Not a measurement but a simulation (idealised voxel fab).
process module | voxel air gaps
cross-section cut | 290 nm wide | cells 5 nm
A cross-section is a grid of square cells, given in bands from the top down. A band is one or more rows of cells.
Each band's line starts with the height of the band's top and of its bottom, in nm. Then come its materials from left to right, each with its width in nm. One material with "throughout" fills the band from edge to edge. "air" is empty space.
Height 0 is the level under which the wafer as received is all one material. The lowest band goes on downwards, as in "0 down".
A width such as "30 to 40" changes by the same amount from each row of cells to the next, from the band's top row to its bottom row.
"no change" after a step means that no cell of the cross-section changed.
closed voids: empty space of 8 cells or more with no open way to the top, each as width x height at its distance from the left edge, in nm
after a step's settings: what the simulator itself notes on the step
overlay nm, on a step with a mask: how far to the right of its planned place the mask lay; to the left if negative
plan
1 op RECEIVE | material Si
2 op CONFORMAL_DEP | material SiO2 | thk nm 15
3 op CONFORMAL_DEP | material SiN | thk nm 5
4 op DIRECTIONAL_DEP | material SiO2 | thk nm 40
5 op PATTERN | tone open | mask id LINES | material resist | width nm 25 | pitch nm 50 | thk nm 15 | overlay nm 0
6 op DIRECTIONAL_ETCH | etch materials SiO2 | depth nm 40
7 op STRIP | etch materials resist
8 op CONFORMAL_DEP | material TiN | thk nm 5
9 op FILL_DEP | material Ru | thk nm 5
10 op CMP | height nm 60
11 op EPI | material Ru | thk nm 10
12 op SELECTIVE_ETCH | etch materials SiO2 | depth nm 50
13 op CONFORMAL_DEP | material SiCN | thk nm 5
first wafer, as planned
as received, after step 1
  0 down: Si throughout
  closed voids: none
after step 2
  15 to 0: SiO2 throughout
  below 0: unchanged
after step 3
  20 to 15: SiN throughout
  below 15: unchanged
after step 4
  60 to 20: SiO2 throughout
  below 20: unchanged
after step 5
  75 to 60: resist 80 | air 25 | resist 25 | air 25 | resist 25 | air 25 | resist 85
  below 60: unchanged
after step 6
  75 to 60: resist 80 | air 25 | resist 25 | air 25 | resist 25 | air 25 | resist 85
  60 to 20: SiO2 80 | air 25 | SiO2 25 | air 25 | SiO2 25 | air 25 | SiO2 85
  below 20: unchanged
after step 7
  60 to 20: SiO2 80 | air 25 | SiO2 25 | air 25 | SiO2 25 | air 25 | SiO2 85
  below 20: unchanged
after step 8
  65 to 60: TiN 85 | air 15 | TiN 35 | air 15 | TiN 35 | air 15 | TiN 90
  60 to 25: SiO2 80 | TiN 5 | air 15 | TiN 5 | SiO2 25 | TiN 5 | air 15 | TiN 5 | SiO2 25 | TiN 5 | air 15 | TiN 5 | SiO2 85
  25 to 20: SiO2 80 | TiN 25 | SiO2 25 | TiN 25 | SiO2 25 | TiN 25 | SiO2 85
  below 20: unchanged
after step 9
  70 to 65: Ru throughout
  65 to 60: TiN 85 | Ru 15 | TiN 35 | Ru 15 | TiN 35 | Ru 15 | TiN 90
  60 to 25: SiO2 80 | TiN 5 | Ru 15 | TiN 5 | SiO2 25 | TiN 5 | Ru 15 | TiN 5 | SiO2 25 | TiN 5 | Ru 15 | TiN 5 | SiO2 85
  below 25: unchanged
after step 10
  60 to 25: SiO2 80 | TiN 5 | Ru 15 | TiN 5 | SiO2 25 | TiN 5 | Ru 15 | TiN 5 | SiO2 25 | TiN 5 | Ru 15 | TiN 5 | SiO2 85
  below 25: unchanged
after step 11
  70 to 60: air 70 | Ru 45 | air 5 | Ru 45 | air 5 | Ru 45 | air 75
  below 60: unchanged
after step 12
  70 to 60: air 70 | Ru 45 | air 5 | Ru 45 | air 5 | Ru 45 | air 75
  60 to 25: air 80 | TiN 5 | Ru 15 | TiN 5 | air 25 | TiN 5 | Ru 15 | TiN 5 | air 25 | TiN 5 | Ru 15 | TiN 5 | air 85
  25 to 20: air 80 | TiN 25 | air 25 | TiN 25 | air 25 | TiN 25 | air 85
  below 20: unchanged
after step 13
  75 to 70: air 65 | SiCN 155 | air 70
  70 to 60: air 65 | SiCN 5 | Ru 45 | SiCN 5 | Ru 45 | SiCN 5 | Ru 45 | SiCN 5 | air 70
  60 to 55: air 65 | SiCN 15 | TiN 5 | Ru 15 | TiN 5 | SiCN 25 | TiN 5 | Ru 15 | TiN 5 | SiCN 25 | TiN 5 | Ru 15 | TiN 5 | SiCN 15 | air 70
  55 to 25: air 75 | SiCN 5 | TiN 5 | Ru 15 | TiN 5 | SiCN 5 | air 15 | SiCN 5 | TiN 5 | Ru 15 | TiN 5 | SiCN 5 | air 15 | SiCN 5 | TiN 5 | Ru 15 | TiN 5 | SiCN 5 | air 80
  25 to 20: SiCN 80 | TiN 25 | SiCN 25 | TiN 25 | SiCN 25 | TiN 25 | SiCN 85
  below 20: unchanged
  closed voids: 15 x 30 at 110; 15 x 30 at 160
second wafer: like start, like plan, one mistake. Through step 9 it matches the first wafer
when step 10 should have ended
  65 to 60: TiN 85 | Ru 15 | TiN 35 | Ru 15 | TiN 35 | Ru 15 | TiN 90
  below 60: unchanged
when step 11 should have ended
  75 to 65: Ru throughout
  below 65: unchanged
when step 12 should have ended: no change
when step 13 should have ended
  80 to 75: SiCN throughout
  below 75: unchanged
what went wrong: step 10 ran as: op CMP | height nm 65
at the end the second wafer has, in cells: 71 more of Ru | 76 fewer of SiCN | 344 more of SiO2 | 49 more of TiN
closed voids at the end (first wafer, second wafer): 2, 0
